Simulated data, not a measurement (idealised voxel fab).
process module | voxel trench capacitor
cross-section cut | 220 nm wide | cells 5 nm
A cross-section is a grid of square cells, given in bands from the top down. A band is one or more rows of cells.
Each band's line starts with the height of the band's top and of its bottom, in nm. Then come its materials from left to right, each with its width in nm. One material with "throughout" fills the band from edge to edge. "air" is empty space.
Height 0 is the level under which the wafer as received is all one material. The lowest band goes on downwards, as in "0 down".
A width such as "30 to 40" changes by the same amount from each row of cells to the next, from the band's top row to its bottom row.
"no change" after a step means that no cell of the cross-section changed.
closed voids: empty space of 8 cells or more with no open way to the top, each as width x height at its distance from the left edge, in nm
after a step's settings: what the simulator itself notes on the step
overlay nm, on a step with a mask: how far to the right of its planned place the mask lay; to the left if negative
plan
1 op RECEIVE | material Si
2 op CONFORMAL_DEP | material SiN | thk nm 5
3 op DIRECTIONAL_DEP | material aC | thk nm 10
4 op PATTERN | tone open | mask id TRENCH | material resist | width nm 25 | pitch nm 40 | thk nm 25 | overlay nm 0
5 op DIRECTIONAL_ETCH | etch materials aC | depth nm 10
6 op STRIP | etch materials resist
7 op DIRECTIONAL_ETCH | etch materials SiN | depth nm 5
8 op DIRECTIONAL_ETCH | etch materials Si | depth nm 25
9 op STRIP | etch materials aC
10 op CONFORMAL_DEP | material SiO2 | thk nm 5
11 op FILL_DEP | material polySi | thk nm 5
12 op CMP | height nm 5
as received, after step 1
  0 down: Si throughout
  closed voids: none
a wafer at the end: this start, this plan, one mistake
  5 to 0: SiN 40 | SiO2 5 | polySi 5 | SiO2 5 | SiN 25 | SiO2 5 | polySi 5 | SiO2 5 | SiN 25 | SiO2 5 | polySi 5 | SiO2 5 | SiN 25 | SiO2 5 | polySi 5 | SiO2 5 | SiN 45
  0 to -20: Si 40 | SiO2 5 | polySi 5 | SiO2 5 | Si 25 | SiO2 5 | polySi 5 | SiO2 5 | Si 25 | SiO2 5 | polySi 5 | SiO2 5 | Si 25 | SiO2 5 | polySi 5 | SiO2 5 | Si 45
  -20 to -25: Si 40 | SiO2 15 | Si 25 | SiO2 15 | Si 25 | SiO2 15 | Si 25 | SiO2 15 | Si 45
  -25 down: Si throughout
  closed voids: none
what went wrong: step 4 ran as: op PATTERN | tone open | mask id TRENCH | material resist | width nm 15 | pitch nm 40 | thk nm 25 | overlay nm 0
